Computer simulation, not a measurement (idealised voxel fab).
Process module name: voxel ribs on slabs
The figure presents cross-section cut, which has a width of 290 nm and is divided into square cells with an edge length of 5 nm.
We lay out every cross-section as a grid of square cells and spell it out in bands from the top down, where one band means one or more rows of cells. First you get the band's top height and its bottom height, in nm, and then the materials it's made of, left to right, with each width in nm. If you see a single material with "full width", that one covers the band edge to edge. "empty" is empty space. Note: height 0 marks the level under which the wafer is uniformly one material as received. Lowest band unbounded below, written "0 nm and below". A width given as "30 to 40" starts at the first number in the band's top row and ends at the second number in its bottom row, shifting by an equal amount at every step from row to row. Take "changes: none" at face value: in the step it is given for, the cross-section changed in none of its cells. Enclosed voids (no open way to top), threshold 8 cells or more, entry "Tabulated closed voids", notation width x height at distance, distance from left edge, nm. On each step's line, the part that comes after the settings is the simulator's own comment on the step. If you see "overlay nm" on a step's line and that step has a mask, it's telling you how far right of where it was planned the mask ended up; a negative number means it went left instead.

[plan]
1: RECEIVE with material Si
2: DIRECTIONAL_DEP with material SiO2, thk nm 20
3: DIRECTIONAL_DEP with material polySi, thk nm 15
4: DIRECTIONAL_DEP with material aC, thk nm 15
5: PATTERN with tone cover, mask id RIB, material resist, width nm 15, thk nm 30, overlay nm 0
6: DIRECTIONAL_ETCH with etch materials aC, depth nm 15
7: STRIP with etch materials resist
8: DIRECTIONAL_ETCH with etch materials polySi, depth nm 10
9: STRIP with etch materials aC
10: MASKED_ETCH with tone cover, mask id SLAB, width nm 45, etch materials polySi, depth nm 5, overlay nm 0
11: FILL_DEP with material SiO2, thk nm 25
12: CMP with height nm 55
13: DIRECTIONAL_DEP with material W, thk nm 10
14: DIRECTIONAL_DEP with material aC, thk nm 15
15: PATTERN with tone cover, mask id HEATER, material resist, width nm 25, thk nm 30, overlay nm 0
16: DIRECTIONAL_ETCH with etch materials aC, depth nm 15
17: STRIP with etch materials resist
18: DIRECTIONAL_ETCH with etch materials W, depth nm 10
19: STRIP with etch materials aC
20: CONFORMAL_DEP with material SiN, thk nm 5

[Cross-section of the incoming wafer, state after step 1]
- 0 nm and below: Si full width
- Tabulated closed voids: none

[First of two wafers at the end of the module, shown in cross-section; run carried out as planned]
- 70 nm to 65 nm: empty: 125 | SiN: 35 | empty: 130
- 65 nm to 60 nm: empty: 125 | SiN: 5 | W: 25 | SiN: 5 | empty: 130
- 60 nm to 55 nm: SiN: 130 | W: 25 | SiN: 135
- 55 nm to 35 nm: SiO2 full width
- 35 nm to 25 nm: SiO2: 135 | polySi: 15 | SiO2: 140
- 25 nm to 20 nm: SiO2: 120 | polySi: 45 | SiO2: 125
- 20 nm to 0 nm: SiO2 full width
- 0 nm and below: Si full width
- Tabulated closed voids: none

[Second wafer of the two, sectioned at the end of the module. It began like the first and followed the same plan, but one mistake was made while running it]
- 70 nm to 65 nm: empty: 125 | SiN: 35 | empty: 130
- 65 nm to 60 nm: empty: 125 | SiN: 5 | W: 25 | SiN: 5 | empty: 130
- 60 nm to 55 nm: SiN: 130 | W: 25 | SiN: 135
- 55 nm to 35 nm: SiO2 full width
- 35 nm to 30 nm: SiO2: 120 | polySi: 15 | SiO2: 15 | polySi: 15 | SiO2: 125
- 30 nm to 25 nm: polySi: 135 | SiO2: 15 | polySi: 140
- 25 nm to 20 nm: polySi full width
- 20 nm to 0 nm: SiO2 full width
- 0 nm and below: Si full width
- Tabulated closed voids: none
what went wrong: step 5 ran as: PATTERN with tone open, mask id RIB, material resist, width nm 15, thk nm 30, overlay nm 0
The closing comparison, in cells, has the second wafer with more or fewer of some materials than the first: SiO2: 104 fewer | polySi: 104 more
